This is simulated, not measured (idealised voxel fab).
Process module under the name voxel gate over fins
245 nm wide, 5 nm square cells: that's cross-section cut.
Each cross-section below is a grid of square cells, stated as bands in top-down order, with one or more rows of cells making up each band.
It is stipulated that each band's entry specify, in nanometres, the height of the top of the band and then that of its bottom, followed by the materials of the band in left-to-right sequence, each together with its width in nanometres. A single material marked by the word "all across" is understood to fill the band from edge to edge; the word "empty" is understood to denote empty space.
Heights are expressed relative to 0, this being the level below which the as-received wafer comprises one material exclusively. The lowest band is unbounded in the downward direction and is denoted as in "from 0 down".
It should be noted that a width expressed as "30..40" varies in equal increments from row to row of cells within the band, taking the value of the first number at the top row and that of the second number at the bottom row.
Basically "remains unaltered" means that step didn't change any cell in the cross-section.
In the "Listed closed voids" entry, you get each enclosed empty space of 8 cells or more, one with no open way to the top, written width x height at distance, distance from the left edge, in nm.
Anything after a step's settings on that line? It's the simulator's own note about the step.
Each step line may optionally specify "overlay nm", which for a step with a mask gives the rightward distance between the mask's planned place and where it lay, a negative value indicating the leftward direction.
Planned step list for the process:
- 1: RECEIVE: material Si
- 2: CONFORMAL_DEP: material SiN, thk nm 10
- 3: PATTERN: tone cover, mask id FINS, material resist, width nm 15, pitch nm 35, thk nm 20, overlay nm 0
- 4: DIRECTIONAL_ETCH: etch materials SiN, depth nm 10
- 5: DIRECTIONAL_ETCH: etch materials Si, depth nm 40
- 6: STRIP: etch materials resist
- 7: FILL_DEP: material SiO2, thk nm 5
- 8: CMP: height nm 10
- 9: SELECTIVE_ETCH: etch materials SiO2, depth nm 20
- 10: STRIP: etch materials SiN
- 11: CONFORMAL_DEP: material HfO2, thk nm 5
- 12: CONFORMAL_DEP: material TiN, thk nm 5
- 13: FILL_DEP: material W, thk nm 10
- 14: CMP: height nm 15
- 15: CONFORMAL_DEP: material SiN, thk nm 10
Shown in cross-section is the wafer as received, that is, as it stands after step 1:
- from 0 down = Si all across
- Listed closed voids: none
The first of the two wafers as seen in cross-section once the module was finished; processing followed the plan:
- from 25 to 15 = SiN all across
- from 15 to 10 = W all across
- from 10 to 5 = W 85, then TiN 70, then W 90
- from 5 to 0 = W 85, then TiN 5, then HfO2 25, then TiN 10, then HfO2 25, then TiN 5, then W 90
- from 0 to -5 = TiN 90, then HfO2 5, then Si 15, then HfO2 5, then TiN 10, then HfO2 5, then Si 15, then HfO2 5, then TiN 95
- from -5 to -10 = HfO2 95, then Si 15, then HfO2 20, then Si 15, then HfO2 100
- from -10 to -40 = SiO2 95, then Si 15, then SiO2 20, then Si 15, then SiO2 100
- from -40 down = Si all across
- Listed closed voids: none
Wafer two cross-section, module end. Start and plan unchanged from wafer one; one mistake made during the run:
- from 25 to 15 = SiN all across
- from 15 to 10 = W all across
- from 10 to 5 = W 85, then TiN 70, then W 90
- from 5 to 0 = W 85, then TiN 5, then HfO2 25, then TiN 10, then HfO2 25, then TiN 5, then W 90
- from 0 to -5 = TiN 90, then HfO2 5, then Si 15, then HfO2 5, then TiN 10, then HfO2 5, then Si 15, then HfO2 5, then TiN 95
- from -5 to -10 = HfO2 95, then Si 15, then HfO2 20, then Si 15, then HfO2 100
- from -10 to -80 = SiO2 95, then Si 15, then SiO2 20, then Si 15, then SiO2 100
- from -80 down = Si all across
- Listed closed voids: none
What went wrong in running the wafer? step 5 of the plan saw execution twice
Upon completion, the second wafer contains, in terms of cells, a greater or smaller amount of certain materials than the first wafer: 344 fewer of Si; 344 more of SiO2
